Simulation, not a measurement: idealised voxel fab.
Process module under the name voxel trench capacitor
The figure presents cross-section cut, which has a width of 300 nm and is divided into square cells with an edge length of 5 nm.
Cross-section format: a grid of square cells, given as bands from top to bottom; each band is one or more rows of cells.
What a band's entry tells you: where the top is and where the bottom is, as heights in nm, and after that what lies inside, material by material from left to right, each with its width in nm. Empty space is written as the word "empty", and a single material marked with the word "everywhere" occupies the band from edge to edge.
Heights from 0 (as-received wafer is one material below). Bottom band endless downward, as "0..down".
Per-row width for "30->40": begins at first number (top row of band), ends at second number (bottom row), increment between rows held constant.
Step marked "stayed the same"? Then no cell in the cross-section changed in it.
"Closed void listing" enumerates empty spaces isolated from the top, with no open way to it, that contain at least 8 cells, giving each as width x height at distance from the left edge, all three in nm.
after a step's settings: what the simulator itself notes on the step
overlay nm: where the mask lay relative to plan, measured to the right, on steps with a mask; negatives go left.

## The steps planned for the process are as follows
1: RECEIVE (material Si)
2: CONFORMAL_DEP (material SiN; thk nm 10)
3: MASKED_ETCH (tone open; mask id TRENCH; width nm 30; pitch nm 55; etch materials SiN; depth nm 10; overlay nm 0)
4: MASKED_ETCH (tone open; mask id TRENCH; width nm 30; pitch nm 55; etch materials Si; depth nm 30; overlay nm 0)
5: CONFORMAL_DEP (material HfO2; thk nm 5)
6: CONFORMAL_DEP (material TiN; thk nm 5)
7: FILL_DEP (material W; thk nm 10)
8: CMP (height nm 10)

## First out of two wafers; run went to plan

## As-received state of the wafer in cross-section, equivalent to post-step 1
- 0..down | Si everywhere
- Closed void listing: none

## Cross-section of the wafer subsequent to step 2
- 10..0 | SiN everywhere
- Everything under 0 stays put, no change at all.

## Cross-section of the wafer subsequent to step 3
- 10..0 | SiN: 50  empty: 30  SiN: 25  empty: 30  SiN: 25  empty: 30  SiN: 25  empty: 30  SiN: 55
- Everything under 0 stays put, no change at all.

## Cross-section of the wafer subsequent to step 4
- 10..0 | SiN: 50  empty: 30  SiN: 25  empty: 30  SiN: 25  empty: 30  SiN: 25  empty: 30  SiN: 55
- 0..-30 | Si: 50  empty: 30  Si: 25  empty: 30  Si: 25  empty: 30  Si: 25  empty: 30  Si: 55
- Everything under -30 stays put, no change at all.

## Cross-section of the wafer subsequent to step 5
- 15..10 | HfO2: 55  empty: 20  HfO2: 35  empty: 20  HfO2: 35  empty: 20  HfO2: 35  empty: 20  HfO2: 60
- 10..0 | SiN: 50  HfO2: 5  empty: 20  HfO2: 5  SiN: 25  HfO2: 5  empty: 20  HfO2: 5  SiN: 25  HfO2: 5  empty: 20  HfO2: 5  SiN: 25  HfO2: 5  empty: 20  HfO2: 5  SiN: 55
- 0..-25 | Si: 50  HfO2: 5  empty: 20  HfO2: 5  Si: 25  HfO2: 5  empty: 20  HfO2: 5  Si: 25  HfO2: 5  empty: 20  HfO2: 5  Si: 25  HfO2: 5  empty: 20  HfO2: 5  Si: 55
- -25..-30 | Si: 50  HfO2: 30  Si: 25  HfO2: 30  Si: 25  HfO2: 30  Si: 25  HfO2: 30  Si: 55
- Everything under -30 stays put, no change at all.

## Cross-section of the wafer subsequent to step 6
- 20..15 | TiN: 60  empty: 10  TiN: 45  empty: 10  TiN: 45  empty: 10  TiN: 45  empty: 10  TiN: 65
- 15..10 | HfO2: 55  TiN: 5  empty: 10  TiN: 5  HfO2: 35  TiN: 5  empty: 10  TiN: 5  HfO2: 35  TiN: 5  empty: 10  TiN: 5  HfO2: 35  TiN: 5  empty: 10  TiN: 5  HfO2: 60
- 10..0 | SiN: 50  HfO2: 5  TiN: 5  empty: 10  TiN: 5  HfO2: 5  SiN: 25  HfO2: 5  TiN: 5  empty: 10  TiN: 5  HfO2: 5  SiN: 25  HfO2: 5  TiN: 5  empty: 10  TiN: 5  HfO2: 5  SiN: 25  HfO2: 5  TiN: 5  empty: 10  TiN: 5  HfO2: 5  SiN: 55
- 0..-20 | Si: 50  HfO2: 5  TiN: 5  empty: 10  TiN: 5  HfO2: 5  Si: 25  HfO2: 5  TiN: 5  empty: 10  TiN: 5  HfO2: 5  Si: 25  HfO2: 5  TiN: 5  empty: 10  TiN: 5  HfO2: 5  Si: 25  HfO2: 5  TiN: 5  empty: 10  TiN: 5  HfO2: 5  Si: 55
- -20..-25 | Si: 50  HfO2: 5  TiN: 20  HfO2: 5  Si: 25  HfO2: 5  TiN: 20  HfO2: 5  Si: 25  HfO2: 5  TiN: 20  HfO2: 5  Si: 25  HfO2: 5  TiN: 20  HfO2: 5  Si: 55
- Everything under -25 stays put, no change at all.

## Cross-section of the wafer subsequent to step 7
- 30..20 | W everywhere
- 20..15 | TiN: 60  W: 10  TiN: 45  W: 10  TiN: 45  W: 10  TiN: 45  W: 10  TiN: 65
- 15..10 | HfO2: 55  TiN: 5  W: 10  TiN: 5  HfO2: 35  TiN: 5  W: 10  TiN: 5  HfO2: 35  TiN: 5  W: 10  TiN: 5  HfO2: 35  TiN: 5  W: 10  TiN: 5  HfO2: 60
- 10..0 | SiN: 50  HfO2: 5  TiN: 5  W: 10  TiN: 5  HfO2: 5  SiN: 25  HfO2: 5  TiN: 5  W: 10  TiN: 5  HfO2: 5  SiN: 25  HfO2: 5  TiN: 5  W: 10  TiN: 5  HfO2: 5  SiN: 25  HfO2: 5  TiN: 5  W: 10  TiN: 5  HfO2: 5  SiN: 55
- 0..-20 | Si: 50  HfO2: 5  TiN: 5  W: 10  TiN: 5  HfO2: 5  Si: 25  HfO2: 5  TiN: 5  W: 10  TiN: 5  HfO2: 5  Si: 25  HfO2: 5  TiN: 5  W: 10  TiN: 5  HfO2: 5  Si: 25  HfO2: 5  TiN: 5  W: 10  TiN: 5  HfO2: 5  Si: 55
- Everything under -20 stays put, no change at all.

## Cross-section of the wafer subsequent to step 8
- 10..0 | SiN: 50  HfO2: 5  TiN: 5  W: 10  TiN: 5  HfO2: 5  SiN: 25  HfO2: 5  TiN: 5  W: 10  TiN: 5  HfO2: 5  SiN: 25  HfO2: 5  TiN: 5  W: 10  TiN: 5  HfO2: 5  SiN: 25  HfO2: 5  TiN: 5  W: 10  TiN: 5  HfO2: 5  SiN: 55
- Everything under 0 stays put, no change at all.

## Companion wafer, the second of two: same beginning, same intended sequence, one mistake in carrying it out; through step 3 inclusive it tracks the first exactly

## Cross-section of the second wafer when, according to plan, step 4 should have finished
- 10..0 | SiN: 50  empty: 30  SiN: 25  empty: 30  SiN: 25  empty: 30  SiN: 25  empty: 30  SiN: 55
- 0..-60 | Si: 50  empty: 30  Si: 25  empty: 30  Si: 25  empty: 30  Si: 25  empty: 30  Si: 55
- Everything under -60 stays put, no change at all.

## Cross-section of the second wafer when, according to plan, step 5 should have finished
- 15..10 | HfO2: 55  empty: 20  HfO2: 35  empty: 20  HfO2: 35  empty: 20  HfO2: 35  empty: 20  HfO2: 60
- 10..0 | SiN: 50  HfO2: 5  empty: 20  HfO2: 5  SiN: 25  HfO2: 5  empty: 20  HfO2: 5  SiN: 25  HfO2: 5  empty: 20  HfO2: 5  SiN: 25  HfO2: 5  empty: 20  HfO2: 5  SiN: 55
- 0..-55 | Si: 50  HfO2: 5  empty: 20  HfO2: 5  Si: 25  HfO2: 5  empty: 20  HfO2: 5  Si: 25  HfO2: 5  empty: 20  HfO2: 5  Si: 25  HfO2: 5  empty: 20  HfO2: 5  Si: 55
- -55..-60 | Si: 50  HfO2: 30  Si: 25  HfO2: 30  Si: 25  HfO2: 30  Si: 25  HfO2: 30  Si: 55
- Everything under -60 stays put, no change at all.

## Cross-section of the second wafer when, according to plan, step 6 should have finished
- 20..15 | TiN: 60  empty: 10  TiN: 45  empty: 10  TiN: 45  empty: 10  TiN: 45  empty: 10  TiN: 65
- 15..10 | HfO2: 55  TiN: 5  empty: 10  TiN: 5  HfO2: 35  TiN: 5  empty: 10  TiN: 5  HfO2: 35  TiN: 5  empty: 10  TiN: 5  HfO2: 35  TiN: 5  empty: 10  TiN: 5  HfO2: 60
- 10..0 | SiN: 50  HfO2: 5  TiN: 5  empty: 10  TiN: 5  HfO2: 5  SiN: 25  HfO2: 5  TiN: 5  empty: 10  TiN: 5  HfO2: 5  SiN: 25  HfO2: 5  TiN: 5  empty: 10  TiN: 5  HfO2: 5  SiN: 25  HfO2: 5  TiN: 5  empty: 10  TiN: 5  HfO2: 5  SiN: 55
- 0..-50 | Si: 50  HfO2: 5  TiN: 5  empty: 10  TiN: 5  HfO2: 5  Si: 25  HfO2: 5  TiN: 5  empty: 10  TiN: 5  HfO2: 5  Si: 25  HfO2: 5  TiN: 5  empty: 10  TiN: 5  HfO2: 5  Si: 25  HfO2: 5  TiN: 5  empty: 10  TiN: 5  HfO2: 5  Si: 55
- -50..-55 | Si: 50  HfO2: 5  TiN: 20  HfO2: 5  Si: 25  HfO2: 5  TiN: 20  HfO2: 5  Si: 25  HfO2: 5  TiN: 20  HfO2: 5  Si: 25  HfO2: 5  TiN: 20  HfO2: 5  Si: 55
- Everything under -55 stays put, no change at all.

## Cross-section of the second wafer when, according to plan, step 7 should have finished
- 30..20 | W everywhere
- 20..15 | TiN: 60  W: 10  TiN: 45  W: 10  TiN: 45  W: 10  TiN: 45  W: 10  TiN: 65
- 15..10 | HfO2: 55  TiN: 5  W: 10  TiN: 5  HfO2: 35  TiN: 5  W: 10  TiN: 5  HfO2: 35  TiN: 5  W: 10  TiN: 5  HfO2: 35  TiN: 5  W: 10  TiN: 5  HfO2: 60
- 10..0 | SiN: 50  HfO2: 5  TiN: 5  W: 10  TiN: 5  HfO2: 5  SiN: 25  HfO2: 5  TiN: 5  W: 10  TiN: 5  HfO2: 5  SiN: 25  HfO2: 5  TiN: 5  W: 10  TiN: 5  HfO2: 5  SiN: 25  HfO2: 5  TiN: 5  W: 10  TiN: 5  HfO2: 5  SiN: 55
- 0..-50 | Si: 50  HfO2: 5  TiN: 5  W: 10  TiN: 5  HfO2: 5  Si: 25  HfO2: 5  TiN: 5  W: 10  TiN: 5  HfO2: 5  Si: 25  HfO2: 5  TiN: 5  W: 10  TiN: 5  HfO2: 5  Si: 25  HfO2: 5  TiN: 5  W: 10  TiN: 5  HfO2: 5  Si: 55
- Everything under -50 stays put, no change at all.

## Cross-section of the second wafer when, according to plan, step 8 should have finished
- 10..0 | SiN: 50  HfO2: 5  TiN: 5  W: 10  TiN: 5  HfO2: 5  SiN: 25  HfO2: 5  TiN: 5  W: 10  TiN: 5  HfO2: 5  SiN: 25  HfO2: 5  TiN: 5  W: 10  TiN: 5  HfO2: 5  SiN: 25  HfO2: 5  TiN: 5  W: 10  TiN: 5  HfO2: 5  SiN: 55
- Everything under 0 stays put, no change at all.
Run error: yeah, plan step 4 got run twice
Per the end-of-run cell counts, the second wafer holds more or fewer of some materials than the first: 48 more of HfO2 | 144 fewer of Si | 48 more of TiN | 48 more of W
